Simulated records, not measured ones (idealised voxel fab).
This is a process module. Its name is voxel ribs on slabs.
The cross-section on display is named cut; it measures 270 nm wide, and its cells are 5 nm squares.
Think of the cross-section as a grid of square cells. We describe it in bands, top to bottom, and each band covers one or more rows of those cells. In this notation a band is specified by the heights of its top and bottom, in that order and in nm, after which its materials appear from left to right, each paired with its width in nm. The word "edge to edge" attached to a single material means that material fills the band from edge to edge; the word "air" stands for empty space. The level at which height equals 0 is the one under which the wafer, as it arrives, is entirely one material. No lower edge exists for the bottom band, which continues downward and is notated as in "from 0 down". The width entry "30 to 40" should be interpreted row by row: the top row of cells in the band takes the first number, the bottom row takes the second number, and the change between adjacent rows is uniform throughout. Key: "nothing changed" - step with no changed cell in the cross-section. "Completely enclosed voids": empty spaces of 8 cells or more with no open way to the top, each given as width x height at distance, distance from the left edge, all in nm. It should be noted that, on the line of a given step, the content following the step's settings is a remark produced by the simulator itself with respect to that step. Among the settings permitted on a step's line is "overlay nm"; applied to a step with a mask, it specifies the extent to which the mask lay to the right of its planned position, whereas a negative figure signifies a position to the left.

### Intended process steps
| 1 | RECEIVE: material Si |
| 2 | DIRECTIONAL_DEP: material SiO2, thk nm 20 |
| 3 | DIRECTIONAL_DEP: material polySi, thk nm 20 |
| 4 | DIRECTIONAL_DEP: material aC, thk nm 10 |
| 5 | PATTERN: tone cover, mask id RIB, material resist, width nm 20, thk nm 30, overlay nm 0 |
| 6 | DIRECTIONAL_ETCH: etch materials aC, depth nm 10 |
| 7 | STRIP: etch materials resist |
| 8 | DIRECTIONAL_ETCH: etch materials polySi, depth nm 15 |
| 9 | STRIP: etch materials aC |
| 10 | PATTERN: tone cover, mask id SLAB, material resist, width nm 50, thk nm 15, overlay nm 0 |
| 11 | DIRECTIONAL_ETCH: etch materials polySi, depth nm 5 |
| 12 | STRIP: etch materials resist |
| 13 | FILL_DEP: material SiO2, thk nm 25 |
| 14 | CMP: height nm 55 |
| 15 | DIRECTIONAL_DEP: material W, thk nm 5 |
| 16 | PATTERN: tone cover, mask id HEATER, material resist, width nm 30, thk nm 20, overlay nm 0 |
| 17 | DIRECTIONAL_ETCH: etch materials W, depth nm 5 |
| 18 | STRIP: etch materials resist |
| 19 | CONFORMAL_DEP: material SiN, thk nm 5 |
Across this set of wafers, the varied parameter is the width nm of step 10. Starting conditions are identical for every wafer, and the plan reports the value assigned to the first wafer.

### Cut through the first of several wafers as received, post step 1
  from 0 down | Si edge to edge
  Completely enclosed voids: none

### Cross-section of the first of several wafers once the module has run through its last step, step 19
  from 65 to 60 | 115 air / 40 SiN / 115 air
  from 60 to 55 | 120 SiN / 30 W / 120 SiN
  from 55 to 40 | SiO2 edge to edge
  from 40 to 25 | 125 SiO2 / 20 polySi / 125 SiO2
  from 25 to 20 | 110 SiO2 / 50 polySi / 110 SiO2
  from 20 to 0 | SiO2 edge to edge
  from 0 down | Si edge to edge
  Completely enclosed voids: none

### Cross-section, last wafer, module completion
  from 65 to 60 | 115 air / 40 SiN / 115 air
  from 60 to 55 | 120 SiN / 30 W / 120 SiN
  from 55 to 40 | SiO2 edge to edge
  from 40 to 25 | 125 SiO2 / 20 polySi / 125 SiO2
  from 25 to 20 | 100 SiO2 / 75 polySi / 95 SiO2
  from 20 to 0 | SiO2 edge to edge
  from 0 down | Si edge to edge
  Completely enclosed voids: none

### The table below has one row for each wafer; a row shows, as of the end of the module, how many cells of each material the wafer has gained, marked (+), or lost, marked (-), since it was received, and then the wafer's closed voids
width nm 50 | +56 SiN | +572 SiO2 | +6 W | +22 polySi | Completely enclosed voids: none
width nm 55 | +56 SiN | +571 SiO2 | +6 W | +23 polySi | Completely enclosed voids: none
width nm 60 | +56 SiN | +570 SiO2 | +6 W | +24 polySi | Completely enclosed voids: none
width nm 65 | +56 SiN | +569 SiO2 | +6 W | +25 polySi | Completely enclosed voids: none
width nm 70 | +56 SiN | +568 SiO2 | +6 W | +26 polySi | Completely enclosed voids: none
width nm 75 | +56 SiN | +567 SiO2 | +6 W | +27 polySi | Completely enclosed voids: none
